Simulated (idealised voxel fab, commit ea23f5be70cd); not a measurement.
process module | voxel transistor to metal
cross-section cut | 300 nm wide | cells 5 nm
A cross-section is a grid of square cells, given in bands from the top down. A band is one or more rows of cells.
Each band's line starts with the height of the band's top and of its bottom, in nm. Then come its materials from left to right, each with its width in nm. One material with "throughout" fills the band from edge to edge. "air" is empty space.
Height 0 is the level under which the wafer as received is all one material. The lowest band goes on downwards, as in "0 down".
A width such as "30 to 40" changes by the same amount from each row of cells to the next, from the band's top row to its bottom row.
"no change" after a step means that no cell of the cross-section changed.
closed voids: empty space of 8 cells or more with no open way to the top, each as width x height at its distance from the left edge, in nm
after a step's settings: what the simulator itself notes on the step
overlay nm, on a step with a mask: how far to the right of its planned place the mask lay; to the left if negative
plan
1 op RECEIVE | material Si
2 op CONFORMAL_DEP | material SiO2 | thk nm 5
3 op CONFORMAL_DEP | material SiN | thk nm 15
4 op MASKED_ETCH | tone cover | mask id ACTIVE | width nm 105 | pitch nm 125 | etch materials SiN | depth nm 15 | overlay nm 0
5 op MASKED_ETCH | tone cover | mask id ACTIVE | width nm 105 | pitch nm 125 | etch materials SiO2 | depth nm 5 | overlay nm 0
6 op MASKED_ETCH | tone cover | mask id ACTIVE | width nm 105 | pitch nm 125 | etch materials Si | depth nm 30 | overlay nm 0
7 op OXIDIZE | depth nm 5
8 op FILL_DEP | material SiO2 | thk nm 15
9 op CMP | height nm 20
10 op SELECTIVE_ETCH | etch materials SiO2 | depth nm 10
11 op STRIP | etch materials SiN
12 op SELECTIVE_ETCH | etch materials SiO2 | depth nm 5
13 op OXIDIZE | depth nm 5
14 op DIRECTIONAL_DEP | material polySi | thk nm 30
15 op DIRECTIONAL_DEP | material SiCN | thk nm 15
16 op DIRECTIONAL_DEP | material aC | thk nm 10
17 op PATTERN | tone cover | mask id GATE | material resist | width nm 25 | pitch nm 125 | thk nm 25 | overlay nm 0
18 op DIRECTIONAL_ETCH | etch materials aC | depth nm 10
19 op STRIP | etch materials resist
20 op DIRECTIONAL_ETCH | etch materials SiCN | depth nm 25
21 op DIRECTIONAL_ETCH | etch materials polySi | depth nm 40
22 op STRIP | etch materials aC
23 op CONFORMAL_DEP | material SiN | thk nm 5
24 op DIRECTIONAL_ETCH | etch materials SiN | depth nm 5
25 op DIRECTIONAL_ETCH | etch materials SiO2 | depth nm 5
26 op DIRECTIONAL_ETCH | etch materials Si | depth nm 15
27 op EPI | material pSi | thk nm 20
28 op FILL_DEP | material SiO2 | thk nm 5
29 op CMP | height nm 30
30 op STRIP | etch materials polySi
31 op SELECTIVE_ETCH | etch materials SiO2 | depth nm 5
32 op CONFORMAL_DEP | material HfO2 | thk nm 5
33 op CONFORMAL_DEP | material TiN | thk nm 5
34 op FILL_DEP | material W | thk nm 5
35 op CMP | height nm 25
36 op DIRECTIONAL_DEP | material SiO2 | thk nm 10
37 op DIRECTIONAL_DEP | material aC | thk nm 10
38 op PATTERN | tone open | mask id CONTACT | material resist | width nm 20 | thk nm 25 | overlay nm 0
39 op DIRECTIONAL_ETCH | etch materials aC | depth nm 10
40 op STRIP | etch materials resist
41 op DIRECTIONAL_ETCH | etch materials SiO2 | depth nm 35
42 op STRIP | etch materials aC
43 op CONFORMAL_DEP | material TiN | thk nm 5
44 op FILL_DEP | material Ru | thk nm 10
45 op CMP | height nm 35
46 op DIRECTIONAL_DEP | material TiN | thk nm 5
47 op DIRECTIONAL_DEP | material Ru | thk nm 15
48 op MASKED_ETCH | tone cover | mask id METAL_1 | width nm 20 | etch materials Ru | depth nm 15 | overlay nm 0
49 op MASKED_ETCH | tone cover | mask id METAL_1 | width nm 20 | etch materials TiN | depth nm 5 | overlay nm 0
50 op CONFORMAL_DEP | material SiN | thk nm 5
51 op FILL_DEP | material SiO2 | thk nm 10
52 op CMP | height nm 55
53 op CONFORMAL_DEP | material SiCN | thk nm 5
54 op DIRECTIONAL_DEP | material lowk | thk nm 30
55 op DIRECTIONAL_DEP | material aC | thk nm 10
56 op PATTERN | tone open | mask id METAL_2_HOLES | material resist | width nm 15 | pitch nm 125 | thk nm 30 | overlay nm 0
57 op DIRECTIONAL_ETCH | etch materials aC | depth nm 10
58 op STRIP | etch materials resist
59 op DIRECTIONAL_ETCH | etch materials lowk | depth nm 30
60 op STRIP | etch materials aC
61 op PATTERN | tone open | mask id METAL_2 | material resist | width nm 20 | pitch nm 125 | thk nm 20 | overlay nm 0
62 op DIRECTIONAL_ETCH | etch materials lowk | depth nm 15
63 op DIRECTIONAL_ETCH | etch materials SiCN | depth nm 5
64 op STRIP | etch materials resist
65 op CONFORMAL_DEP | material TiN | thk nm 5
66 op FILL_DEP | material Cu | thk nm 10
67 op CMP | height nm 90
68 op CONFORMAL_DEP | material SiCN | thk nm 5
as received, after step 1
  0 down: Si throughout
  closed voids: none
a wafer at the end: this start, this plan, one mistake
  95 to 90: SiCN throughout
  90 to 80: lowk 40 | TiN 5 | Cu 10 | TiN 5 | lowk 105 | TiN 5 | Cu 10 | TiN 5 | lowk 115
  80 to 75: lowk 40 | TiN 5 | Cu 5 | TiN 10 | lowk 105 | TiN 5 | Cu 5 | TiN 10 | lowk 115
  75 to 60: lowk 40 | TiN 5 | Cu 5 | TiN 5 | lowk 110 | TiN 5 | Cu 5 | TiN 5 | lowk 120
  60 to 55: SiCN 40 | TiN 15 | SiCN 110 | TiN 15 | SiCN 120
  55 to 45: Ru 40 | SiN 5 | SiO2 10 | SiN 5 | Ru 55 | SiN 5 | SiO2 10 | SiN 5 | Ru 30 | SiN 5 | SiO2 10 | SiN 5 | Ru 55 | SiN 5 | SiO2 10 | SiN 5 | Ru 40
  45 to 40: Ru 40 | SiN 20 | Ru 55 | SiN 20 | Ru 30 | SiN 20 | Ru 55 | SiN 20 | Ru 40
  40 to 35: TiN throughout
  35 to 25: SiO2 40 | TiN 5 | Ru 10 | TiN 5 | SiO2 55 | TiN 5 | Ru 10 | TiN 5 | SiO2 30 | TiN 5 | Ru 10 | TiN 5 | SiO2 55 | TiN 5 | Ru 10 | TiN 5 | SiO2 40
  25 to 20: SiO2 40 | TiN 5 | Ru 10 | TiN 5 | SiO2 10 | SiN 5 | HfO2 5 | TiN 5 | W 5 | TiN 5 | HfO2 5 | SiN 5 | SiO2 10 | TiN 5 | Ru 10 | TiN 5 | SiO2 30 | TiN 5 | Ru 10 | TiN 5 | SiO2 10 | SiN 5 | HfO2 5 | TiN 5 | W 5 | TiN 5 | HfO2 5 | SiN 5 | SiO2 10 | TiN 5 | Ru 10 | TiN 5 | SiO2 40
  20 to 15: SiO2 40 | TiN 20 | SiO2 10 | SiN 5 | HfO2 5 | TiN 5 | W 5 | TiN 5 | HfO2 5 | SiN 5 | SiO2 10 | TiN 20 | SiO2 30 | TiN 20 | SiO2 10 | SiN 5 | HfO2 5 | TiN 5 | W 5 | TiN 5 | HfO2 5 | SiN 5 | SiO2 10 | TiN 20 | SiO2 40
  15 to 5: SiO2 40 | TiN 10 | pSi 20 | SiN 5 | HfO2 5 | TiN 5 | W 5 | TiN 5 | HfO2 5 | SiN 5 | pSi 20 | TiN 10 | SiO2 30 | TiN 10 | pSi 20 | SiN 5 | HfO2 5 | TiN 5 | W 5 | TiN 5 | HfO2 5 | SiN 5 | pSi 20 | TiN 10 | SiO2 40
  5 to 0: SiO2 30 | SiN 5 | SiO2 5 | TiN 10 | pSi 20 | SiN 5 | HfO2 5 | TiN 15 | HfO2 5 | SiN 5 | pSi 20 | TiN 10 | SiO2 5 | SiN 5 | SiO2 10 | SiN 5 | SiO2 5 | TiN 10 | pSi 20 | SiN 5 | HfO2 5 | TiN 15 | HfO2 5 | SiN 5 | pSi 20 | TiN 10 | SiO2 5 | SiN 5 | SiO2 30
  0 to -5: SiO2 35 | pSi 35 | HfO2 35 | pSi 35 | SiO2 20 | pSi 35 | HfO2 35 | pSi 35 | SiO2 35
  -5 to -20: SiO2 40 | pSi 30 | Si 35 | pSi 30 | SiO2 30 | pSi 30 | Si 35 | pSi 30 | SiO2 40
  -20 to -35: SiO2 40 | Si 95 | SiO2 30 | Si 95 | SiO2 40
  -35 down: Si throughout
  closed voids: none
what went wrong: step 48 ran as: op MASKED_ETCH | tone open | mask id METAL_1 | width nm 20 | etch materials Ru | depth nm 15 | overlay nm 0
